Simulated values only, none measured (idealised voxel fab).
process module | voxel ribs on slabs
cross-section cut | 200 nm wide | cells 5 nm
A cross-section is a grid of square cells, given in bands from the top down. A band is one or more rows of cells.
Each band's line starts with the height of the band's top and of its bottom, in nm. Then come its materials from left to right, each with its width in nm. One material with "throughout" fills the band from edge to edge. "air" is empty space.
Height 0 is the level under which the wafer as received is all one material. The lowest band goes on downwards, as in "0 down".
A width such as "30 to 40" changes by the same amount from each row of cells to the next, from the band's top row to its bottom row.
"no change" after a step means that no cell of the cross-section changed.
closed voids: empty space of 8 cells or more with no open way to the top, each as width x height at its distance from the left edge, in nm
after a step's settings: what the simulator itself notes on the step
overlay nm, on a step with a mask: how far to the right of its planned place the mask lay; to the left if negative
plan
1 op RECEIVE | material Si
2 op DIRECTIONAL_DEP | material SiO2 | thk nm 30
3 op DIRECTIONAL_DEP | material polySi | thk nm 15
4 op MASKED_ETCH | tone cover | mask id RIB | width nm 15 | etch materials polySi | depth nm 10 | overlay nm 0
5 op PATTERN | tone cover | mask id SLAB | material resist | width nm 55 | thk nm 15 | overlay nm 0
6 op DIRECTIONAL_ETCH | etch materials polySi | depth nm 5
7 op STRIP | etch materials resist
8 op FILL_DEP | material SiO2 | thk nm 20
9 op CMP | height nm 45
10 op DIRECTIONAL_DEP | material W | thk nm 5
11 op MASKED_ETCH | tone cover | mask id HEATER | width nm 25 | etch materials W | depth nm 5 | overlay nm 0
12 op CONFORMAL_DEP | material SiN | thk nm 5
varied across the wafers: height nm of step 9. The plan shows the first wafer's value. All wafers start alike
first wafer as received, after step 1
  0 down: Si throughout
  closed voids: none
first wafer at the end, after step 12
  55 to 50: air 80 | SiN 35 | air 85
  50 to 45: SiN 85 | W 25 | SiN 90
  45 to 35: SiO2 90 | polySi 15 | SiO2 95
  35 to 30: SiO2 70 | polySi 55 | SiO2 75
  30 to 0: SiO2 throughout
  0 down: Si throughout
  closed voids: none
last wafer at the end
  75 to 70: air 80 | SiN 35 | air 85
  70 to 65: SiN 85 | W 25 | SiN 90
  65 to 45: SiO2 throughout
  45 to 35: SiO2 90 | polySi 15 | SiO2 95
  35 to 30: SiO2 70 | polySi 55 | SiO2 75
  30 to 0: SiO2 throughout
  0 down: Si throughout
  closed voids: none
each wafer at the end: cells of each material gained (+) or lost (-) since it was received, then its closed voids
height nm 45 | +42 SiN | +343 SiO2 | +5 W | +17 polySi | closed voids: none
height nm 50 | +42 SiN | +383 SiO2 | +5 W | +17 polySi | closed voids: none
height nm 55 | +42 SiN | +423 SiO2 | +5 W | +17 polySi | closed voids: none
height nm 60 | +42 SiN | +463 SiO2 | +5 W | +17 polySi | closed voids: none
height nm 65 | +42 SiN | +503 SiO2 | +5 W | +17 polySi | closed voids: none
